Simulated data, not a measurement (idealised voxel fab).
Title: Process Module voxel transistor to metal
It is cross-section cut that appears here, measuring 210 nm in width, its square cells being 5 nm in size.
How to read a cross-section here: the picture is a grid of square cells, written as bands going from the top down, and any band can span one or more rows of cells.
For a band, the entry starts with two heights in nm, that of the top and then that of the bottom, and carries on with the band's materials in order from left to right, each alongside its width in nm; the word "throughout" beside a single material means it fills the band edge to edge, and "empty" means empty space.
Heights are reckoned from 0. Under this level, the received wafer is all of one material. The bottommost band is open-ended downward, for example "0 nm and below".
Per-row width for "30..40": begins at first number (top row of band), ends at second number (bottom row), increment between rows held constant.
Key: "no change occurred" - step with no changed cell in the cross-section.
Reported under the label "Cavities, closed" are the empty spaces having no open way to the top and comprising 8 cells or more; the notation for each is width x height at distance, in which the distance is measured from the left edge and all three values are in nm.
Text after the settings on a step's line: the simulator's own remark on that step.
If you see "overlay nm" on a step's line and that step has a mask, it's telling you how far right of where it was planned the mask ended up; a negative number means it went left instead.

## Listed below are the process steps as planned
1: RECEIVE (material Si)
2: OXIDIZE (depth nm 5)
3: CONFORMAL_DEP (material SiN; thk nm 10)
4: MASKED_ETCH (tone cover; mask id ACTIVE; width nm 110; etch materials SiN; depth nm 10; overlay nm 0)
5: MASKED_ETCH (tone cover; mask id ACTIVE; width nm 110; etch materials SiO2; depth nm 5; overlay nm 0)
6: MASKED_ETCH (tone cover; mask id ACTIVE; width nm 110; etch materials Si; depth nm 20; overlay nm 0)
7: FILL_DEP (material SiO2; thk nm 10)
8: CMP (height nm 10)
9: SELECTIVE_ETCH (etch materials SiO2; depth nm 10)
10: STRIP (etch materials SiN)
11: SELECTIVE_ETCH (etch materials SiO2; depth nm 5)
12: OXIDIZE (depth nm 5)
13: DIRECTIONAL_DEP (material polySi; thk nm 20)
14: DIRECTIONAL_DEP (material SiCN; thk nm 15)
15: DIRECTIONAL_DEP (material aC; thk nm 10)
16: PATTERN (tone cover; mask id GATE; material resist; width nm 30; thk nm 25; overlay nm 0)
17: DIRECTIONAL_ETCH (etch materials aC; depth nm 10)
18: STRIP (etch materials resist)
19: DIRECTIONAL_ETCH (etch materials SiCN; depth nm 25)
20: DIRECTIONAL_ETCH (etch materials polySi; depth nm 30)
21: STRIP (etch materials aC)
22: CONFORMAL_DEP (material SiN; thk nm 10)
23: DIRECTIONAL_ETCH (etch materials SiN; depth nm 10)
24: DIRECTIONAL_ETCH (etch materials SiO2; depth nm 5)
25: DIRECTIONAL_ETCH (etch materials Si; depth nm 15)
26: EPI (material nSi; thk nm 20)
27: FILL_DEP (material SiO2; thk nm 10)
28: CMP (height nm 15)
29: STRIP (etch materials polySi)
30: SELECTIVE_ETCH (etch materials SiO2; depth nm 5)
31: CONFORMAL_DEP (material HfO2; thk nm 5)
32: CONFORMAL_DEP (material TiN; thk nm 5)
33: FILL_DEP (material W; thk nm 10)
34: CMP (height nm 10)
35: DIRECTIONAL_DEP (material SiO2; thk nm 10)
36: DIRECTIONAL_DEP (material aC; thk nm 15)
37: PATTERN (tone open; mask id CONTACT; material resist; width nm 15; pitch nm 75; thk nm 35; overlay nm 0)
38: DIRECTIONAL_ETCH (etch materials aC; depth nm 15)
39: STRIP (etch materials resist)
40: DIRECTIONAL_ETCH (etch materials SiO2; depth nm 10)
41: STRIP (etch materials aC)
42: CONFORMAL_DEP (material TiN; thk nm 5)
43: FILL_DEP (material Ru; thk nm 10)
44: CMP (height nm 20)
45: CONFORMAL_DEP (material SiCN; thk nm 5)
46: DIRECTIONAL_DEP (material SiO2; thk nm 15)
47: PATTERN (tone open; mask id METAL_1; material resist; width nm 15; pitch nm 75; thk nm 20; overlay nm 0)
48: DIRECTIONAL_ETCH (etch materials SiO2; depth nm 15)
49: DIRECTIONAL_ETCH (etch materials SiCN; depth nm 5)
50: STRIP (etch materials resist)
51: CONFORMAL_DEP (material TiN; thk nm 5)
52: FILL_DEP (material Ru; thk nm 10)
53: CMP (height nm 40)
54: CONFORMAL_DEP (material SiN; thk nm 5)

## The first of a set of two wafers, run to plan

## As-received wafer cross-section (after step 1)
0 nm and below = Si throughout
Cavities, closed: none

## Cross-section of the wafer subsequent to step 2
0 nm to -5 nm = SiO2 throughout
Everything below -5 is unchanged.

## Cross-section of the wafer subsequent to step 3
10 nm to 0 nm = SiN throughout
Everything below 0 is unchanged.

## Cross-section of the wafer subsequent to step 4
10 nm to 0 nm = empty: 50, then SiN: 110, then empty: 50
Everything below 0 is unchanged.

## Cross-section of the wafer subsequent to step 5
10 nm to 0 nm = empty: 50, then SiN: 110, then empty: 50
0 nm to -5 nm = empty: 50, then SiO2: 110, then empty: 50
Everything below -5 is unchanged.

## Cross-section of the wafer subsequent to step 6
10 nm to 0 nm = empty: 50, then SiN: 110, then empty: 50
0 nm to -5 nm = empty: 50, then SiO2: 110, then empty: 50
-5 nm to -25 nm = empty: 50, then Si: 110, then empty: 50
Everything below -25 is unchanged.

## Cross-section of the wafer subsequent to step 7
20 nm to 10 nm = SiO2 throughout
10 nm to 0 nm = SiO2: 50, then SiN: 110, then SiO2: 50
0 nm to -5 nm = SiO2 throughout
-5 nm to -25 nm = SiO2: 50, then Si: 110, then SiO2: 50
Everything below -25 is unchanged.

## Cross-section of the wafer subsequent to step 8
10 nm to 0 nm = SiO2: 50, then SiN: 110, then SiO2: 50
Everything below 0 is unchanged.

## Cross-section of the wafer subsequent to step 9
10 nm to 0 nm = empty: 50, then SiN: 110, then empty: 50
Everything below 0 is unchanged.

## Cross-section of the wafer subsequent to step 10
0 nm to -5 nm = SiO2 throughout
Everything below -5 is unchanged.

## Cross-section of the wafer subsequent to step 11
-5 nm to -25 nm = SiO2: 50, then Si: 110, then SiO2: 50
Everything below -25 is unchanged.

## Cross-section of the wafer subsequent to step 12
-5 nm to -10 nm = SiO2 throughout
Everything below -10 is unchanged.

## Cross-section of the wafer subsequent to step 13
15 nm to -5 nm = polySi throughout
Everything below -5 is unchanged.

## Cross-section of the wafer subsequent to step 14
30 nm to 15 nm = SiCN throughout
Everything below 15 is unchanged.

## Cross-section of the wafer subsequent to step 15
40 nm to 30 nm = aC throughout
Everything below 30 is unchanged.

## Cross-section of the wafer subsequent to step 16
65 nm to 40 nm = empty: 90, then resist: 30, then empty: 90
Everything below 40 is unchanged.

## Cross-section of the wafer subsequent to step 17
55 nm to 40 nm = empty: 90, then resist: 30, then empty: 90
40 nm to 30 nm = empty: 90, then aC: 30, then empty: 90
Everything below 30 is unchanged.

## Cross-section of the wafer subsequent to step 18
40 nm to 30 nm = empty: 90, then aC: 30, then empty: 90
Everything below 30 is unchanged.

## Cross-section of the wafer subsequent to step 19
40 nm to 30 nm = empty: 90, then aC: 30, then empty: 90
30 nm to 15 nm = empty: 90, then SiCN: 30, then empty: 90
Everything below 15 is unchanged.

## Cross-section of the wafer subsequent to step 20
40 nm to 30 nm = empty: 90, then aC: 30, then empty: 90
30 nm to 15 nm = empty: 90, then SiCN: 30, then empty: 90
15 nm to -5 nm = empty: 90, then polySi: 30, then empty: 90
Everything below -5 is unchanged.

## Cross-section of the wafer subsequent to step 21
30 nm to 15 nm = empty: 90, then SiCN: 30, then empty: 90
Everything below 15 is unchanged.

## Cross-section of the wafer subsequent to step 22
40 nm to 30 nm = empty: 80, then SiN: 50, then empty: 80
30 nm to 15 nm = empty: 80, then SiN: 10, then SiCN: 30, then SiN: 10, then empty: 80
15 nm to 5 nm = empty: 80, then SiN: 10, then polySi: 30, then SiN: 10, then empty: 80
5 nm to -5 nm = SiN: 90, then polySi: 30, then SiN: 90
Everything below -5 is unchanged.

## Cross-section of the wafer subsequent to step 23
30 nm to 15 nm = empty: 80, then SiN: 10, then SiCN: 30, then SiN: 10, then empty: 80
15 nm to -5 nm = empty: 80, then SiN: 10, then polySi: 30, then SiN: 10, then empty: 80
Everything below -5 is unchanged.

## Cross-section of the wafer subsequent to step 24
30 nm to 15 nm = empty: 80, then SiN: 10, then SiCN: 30, then SiN: 10, then empty: 80
15 nm to -5 nm = empty: 80, then SiN: 10, then polySi: 30, then SiN: 10, then empty: 80
-5 nm to -10 nm = empty: 80, then SiO2: 50, then empty: 80
Everything below -10 is unchanged.

## Cross-section of the wafer subsequent to step 25
30 nm to 15 nm = empty: 80, then SiN: 10, then SiCN: 30, then SiN: 10, then empty: 80
15 nm to -5 nm = empty: 80, then SiN: 10, then polySi: 30, then SiN: 10, then empty: 80
-5 nm to -10 nm = empty: 80, then SiO2: 50, then empty: 80
-10 nm to -25 nm = SiO2: 50, then empty: 30, then Si: 50, then empty: 30, then SiO2: 50
Everything below -25 is unchanged.

## Cross-section of the wafer subsequent to step 26
30 nm to 15 nm = empty: 80, then SiN: 10, then SiCN: 30, then SiN: 10, then empty: 80
15 nm to 10 nm = empty: 80, then SiN: 10, then polySi: 30, then SiN: 10, then empty: 80
10 nm to -5 nm = empty: 60, then nSi: 20, then SiN: 10, then polySi: 30, then SiN: 10, then nSi: 20, then empty: 60
-5 nm to -10 nm = empty: 45, then nSi: 35, then SiO2: 50, then nSi: 35, then empty: 45
-10 nm to -25 nm = SiO2: 50, then nSi: 30, then Si: 50, then nSi: 30, then SiO2: 50
Everything below -25 is unchanged.

## Cross-section of the wafer subsequent to step 27
40 nm to 30 nm = SiO2 throughout
30 nm to 15 nm = SiO2: 80, then SiN: 10, then SiCN: 30, then SiN: 10, then SiO2: 80
15 nm to 10 nm = SiO2: 80, then SiN: 10, then polySi: 30, then SiN: 10, then SiO2: 80
10 nm to -5 nm = SiO2: 60, then nSi: 20, then SiN: 10, then polySi: 30, then SiN: 10, then nSi: 20, then SiO2: 60
-5 nm to -10 nm = SiO2: 45, then nSi: 35, then SiO2: 50, then nSi: 35, then SiO2: 45
Everything below -10 is unchanged.

## Cross-section of the wafer subsequent to step 28
15 nm to 10 nm = SiO2: 80, then SiN: 10, then polySi: 30, then SiN: 10, then SiO2: 80
Everything below 10 is unchanged.

## Cross-section of the wafer subsequent to step 29
15 nm to 10 nm = SiO2: 80, then SiN: 10, then empty: 30, then SiN: 10, then SiO2: 80
10 nm to -5 nm = SiO2: 60, then nSi: 20, then SiN: 10, then empty: 30, then SiN: 10, then nSi: 20, then SiO2: 60
Everything below -5 is unchanged.

## Cross-section of the wafer subsequent to step 30
15 nm to 10 nm = empty: 80, then SiN: 10, then empty: 30, then SiN: 10, then empty: 80
10 nm to -5 nm = SiO2: 60, then nSi: 20, then SiN: 10, then empty: 30, then SiN: 10, then nSi: 20, then SiO2: 60
-5 nm to -10 nm = SiO2: 45, then nSi: 35, then SiO2: 5, then empty: 40, then SiO2: 5, then nSi: 35, then SiO2: 45
Everything below -10 is unchanged.

## Cross-section of the wafer subsequent to step 31
20 nm to 15 nm = empty: 75, then HfO2: 20, then empty: 20, then HfO2: 20, then empty: 75
15 nm to 10 nm = HfO2: 80, then SiN: 10, then HfO2: 5, then empty: 20, then HfO2: 5, then SiN: 10, then HfO2: 80
10 nm to -5 nm = SiO2: 60, then nSi: 20, then SiN: 10, then HfO2: 5, then empty: 20, then HfO2: 5, then SiN: 10, then nSi: 20, then SiO2: 60
-5 nm to -10 nm = SiO2: 45, then nSi: 35, then SiO2: 5, then HfO2: 40, then SiO2: 5, then nSi: 35, then SiO2: 45
Everything below -10 is unchanged.

## Cross-section of the wafer subsequent to step 32
25 nm to 20 nm = empty: 70, then TiN: 30, then empty: 10, then TiN: 30, then empty: 70
20 nm to 15 nm = TiN: 75, then HfO2: 20, then TiN: 5, then empty: 10, then TiN: 5, then HfO2: 20, then TiN: 75
15 nm to 10 nm = HfO2: 80, then SiN: 10, then HfO2: 5, then TiN: 5, then empty: 10, then TiN: 5, then HfO2: 5, then SiN: 10, then HfO2: 80
10 nm to 0 nm = SiO2: 60, then nSi: 20, then SiN: 10, then HfO2: 5, then TiN: 5, then empty: 10, then TiN: 5, then HfO2: 5, then SiN: 10, then nSi: 20, then SiO2: 60
0 nm to -5 nm = SiO2: 60, then nSi: 20, then SiN: 10, then HfO2: 5, then TiN: 20, then HfO2: 5, then SiN: 10, then nSi: 20, then SiO2: 60
Everything below -5 is unchanged.

## Cross-section of the wafer subsequent to step 33
35 nm to 25 nm = W throughout
25 nm to 20 nm = W: 70, then TiN: 30, then W: 10, then TiN: 30, then W: 70
20 nm to 15 nm = TiN: 75, then HfO2: 20, then TiN: 5, then W: 10, then TiN: 5, then HfO2: 20, then TiN: 75
15 nm to 10 nm = HfO2: 80, then SiN: 10, then HfO2: 5, then TiN: 5, then W: 10, then TiN: 5, then HfO2: 5, then SiN: 10, then HfO2: 80
10 nm to 0 nm = SiO2: 60, then nSi: 20, then SiN: 10, then HfO2: 5, then TiN: 5, then W: 10, then TiN: 5, then HfO2: 5, then SiN: 10, then nSi: 20, then SiO2: 60
Everything below 0 is unchanged.

## Cross-section of the wafer subsequent to step 34
10 nm to 0 nm = SiO2: 60, then nSi: 20, then SiN: 10, then HfO2: 5, then TiN: 5, then W: 10, then TiN: 5, then HfO2: 5, then SiN: 10, then nSi: 20, then SiO2: 60
Everything below 0 is unchanged.

## Cross-section of the wafer subsequent to step 35
20 nm to 10 nm = SiO2 throughout
Everything below 10 is unchanged.

## Cross-section of the wafer subsequent to step 36
35 nm to 20 nm = aC throughout
Everything below 20 is unchanged.

## Cross-section of the wafer subsequent to step 37
70 nm to 35 nm = resist: 60, then empty: 15, then resist: 60, then empty: 15, then resist: 60
Everything below 35 is unchanged.

## Cross-section of the wafer subsequent to step 38
55 nm to 35 nm = resist: 60, then empty: 15, then resist: 60, then empty: 15, then resist: 60
35 nm to 20 nm = aC: 60, then empty: 15, then aC: 60, then empty: 15, then aC: 60
Everything below 20 is unchanged.

## Cross-section of the wafer subsequent to step 39
35 nm to 20 nm = aC: 60, then empty: 15, then aC: 60, then empty: 15, then aC: 60
Everything below 20 is unchanged.

## Cross-section of the wafer subsequent to step 40
35 nm to 20 nm = aC: 60, then empty: 15, then aC: 60, then empty: 15, then aC: 60
20 nm to 10 nm = SiO2: 60, then empty: 15, then SiO2: 60, then empty: 15, then SiO2: 60
Everything below 10 is unchanged.

## Cross-section of the wafer subsequent to step 41
20 nm to 10 nm = SiO2: 60, then empty: 15, then SiO2: 60, then empty: 15, then SiO2: 60
Everything below 10 is unchanged.

## Cross-section of the wafer subsequent to step 42
25 nm to 20 nm = TiN: 65, then empty: 5, then TiN: 70, then empty: 5, then TiN: 65
20 nm to 15 nm = SiO2: 60, then TiN: 5, then empty: 5, then TiN: 5, then SiO2: 60, then TiN: 5, then empty: 5, then TiN: 5, then SiO2: 60
15 nm to 10 nm = SiO2: 60, then TiN: 15, then SiO2: 60, then TiN: 15, then SiO2: 60
Everything below 10 is unchanged.

## Cross-section of the wafer subsequent to step 43
35 nm to 25 nm = Ru throughout
25 nm to 20 nm = TiN: 65, then Ru: 5, then TiN: 70, then Ru: 5, then TiN: 65
20 nm to 15 nm = SiO2: 60, then TiN: 5, then Ru: 5, then TiN: 5, then SiO2: 60, then TiN: 5, then Ru: 5, then TiN: 5, then SiO2: 60
Everything below 15 is unchanged.

## Cross-section of the wafer subsequent to step 44
20 nm to 15 nm = SiO2: 60, then TiN: 5, then Ru: 5, then TiN: 5, then SiO2: 60, then TiN: 5, then Ru: 5, then TiN: 5, then SiO2: 60
Everything below 15 is unchanged.

## Cross-section of the wafer subsequent to step 45
25 nm to 20 nm = SiCN throughout
Everything below 20 is unchanged.

## Cross-section of the wafer subsequent to step 46
40 nm to 25 nm = SiO2 throughout
Everything below 25 is unchanged.

## Cross-section of the wafer subsequent to step 47
60 nm to 40 nm = resist: 60, then empty: 15, then resist: 60, then empty: 15, then resist: 60
Everything below 40 is unchanged.

## Cross-section of the wafer subsequent to step 48
60 nm to 40 nm = resist: 60, then empty: 15, then resist: 60, then empty: 15, then resist: 60
40 nm to 25 nm = SiO2: 60, then empty: 15, then SiO2: 60, then empty: 15, then SiO2: 60
Everything below 25 is unchanged.

## Cross-section of the wafer subsequent to step 49
60 nm to 40 nm = resist: 60, then empty: 15, then resist: 60, then empty: 15, then resist: 60
40 nm to 25 nm = SiO2: 60, then empty: 15, then SiO2: 60, then empty: 15, then SiO2: 60
25 nm to 20 nm = SiCN: 60, then empty: 15, then SiCN: 60, then empty: 15, then SiCN: 60
Everything below 20 is unchanged.

## Cross-section of the wafer subsequent to step 50
40 nm to 25 nm = SiO2: 60, then empty: 15, then SiO2: 60, then empty: 15, then SiO2: 60
Everything below 25 is unchanged.

## Cross-section of the wafer subsequent to step 51
45 nm to 40 nm = TiN: 65, then empty: 5, then TiN: 70, then empty: 5, then TiN: 65
40 nm to 25 nm = SiO2: 60, then TiN: 5, then empty: 5, then TiN: 5, then SiO2: 60, then TiN: 5, then empty: 5, then TiN: 5, then SiO2: 60
25 nm to 20 nm = SiCN: 60, then TiN: 15, then SiCN: 60, then TiN: 15, then SiCN: 60
Everything below 20 is unchanged.

## Cross-section of the wafer subsequent to step 52
55 nm to 45 nm = Ru throughout
45 nm to 40 nm = TiN: 65, then Ru: 5, then TiN: 70, then Ru: 5, then TiN: 65
40 nm to 25 nm = SiO2: 60, then TiN: 5, then Ru: 5, then TiN: 5, then SiO2: 60, then TiN: 5, then Ru: 5, then TiN: 5, then SiO2: 60
Everything below 25 is unchanged.

## Cross-section of the wafer subsequent to step 53
40 nm to 25 nm = SiO2: 60, then TiN: 5, then Ru: 5, then TiN: 5, then SiO2: 60, then TiN: 5, then Ru: 5, then TiN: 5, then SiO2: 60
Everything below 25 is unchanged.

## Cross-section of the wafer subsequent to step 54
45 nm to 40 nm = SiN throughout
Everything below 40 is unchanged.

## Second wafer. Start and plan as for the first. One mistake made in running. Agrees with the first up to and including step 44

## What the second wafer looks like in cross-section when step 45 should have wrapped up
35 nm to 20 nm = SiO2 throughout
Everything below 20 is unchanged.

## What the second wafer looks like in cross-section when step 46 should have wrapped up
40 nm to 35 nm = SiCN throughout
Everything below 35 is unchanged.

## What the second wafer looks like in cross-section when step 47 should have wrapped up
60 nm to 40 nm = resist: 60, then empty: 15, then resist: 60, then empty: 15, then resist: 60
Everything below 40 is unchanged.

What the second wafer looks like in cross-section when step 48 should have wrapped up: no change occurred

## What the second wafer looks like in cross-section when step 49 should have wrapped up
60 nm to 40 nm = resist: 60, then empty: 15, then resist: 60, then empty: 15, then resist: 60
40 nm to 35 nm = SiCN: 60, then empty: 15, then SiCN: 60, then empty: 15, then SiCN: 60
Everything below 35 is unchanged.

## What the second wafer looks like in cross-section when step 50 should have wrapped up
40 nm to 35 nm = SiCN: 60, then empty: 15, then SiCN: 60, then empty: 15, then SiCN: 60
Everything below 35 is unchanged.

## What the second wafer looks like in cross-section when step 51 should have wrapped up
45 nm to 40 nm = TiN: 65, then empty: 5, then TiN: 70, then empty: 5, then TiN: 65
40 nm to 35 nm = SiCN: 60, then TiN: 15, then SiCN: 60, then TiN: 15, then SiCN: 60
Everything below 35 is unchanged.

## What the second wafer looks like in cross-section when step 52 should have wrapped up
55 nm to 45 nm = Ru throughout
45 nm to 40 nm = TiN: 65, then Ru: 5, then TiN: 70, then Ru: 5, then TiN: 65
Everything below 40 is unchanged.

## What the second wafer looks like in cross-section when step 53 should have wrapped up
40 nm to 35 nm = SiCN: 60, then TiN: 15, then SiCN: 60, then TiN: 15, then SiCN: 60
Everything below 35 is unchanged.

## What the second wafer looks like in cross-section when step 54 should have wrapped up
45 nm to 40 nm = SiN throughout
Everything below 40 is unchanged.
Run error: the executed order of steps 45 and 46 is the reverse of that specified in the plan, each step having taken the other's position
Cell-count delta at end, second wafer over first, by material: Ru -6, SiO2 +18, TiN -12
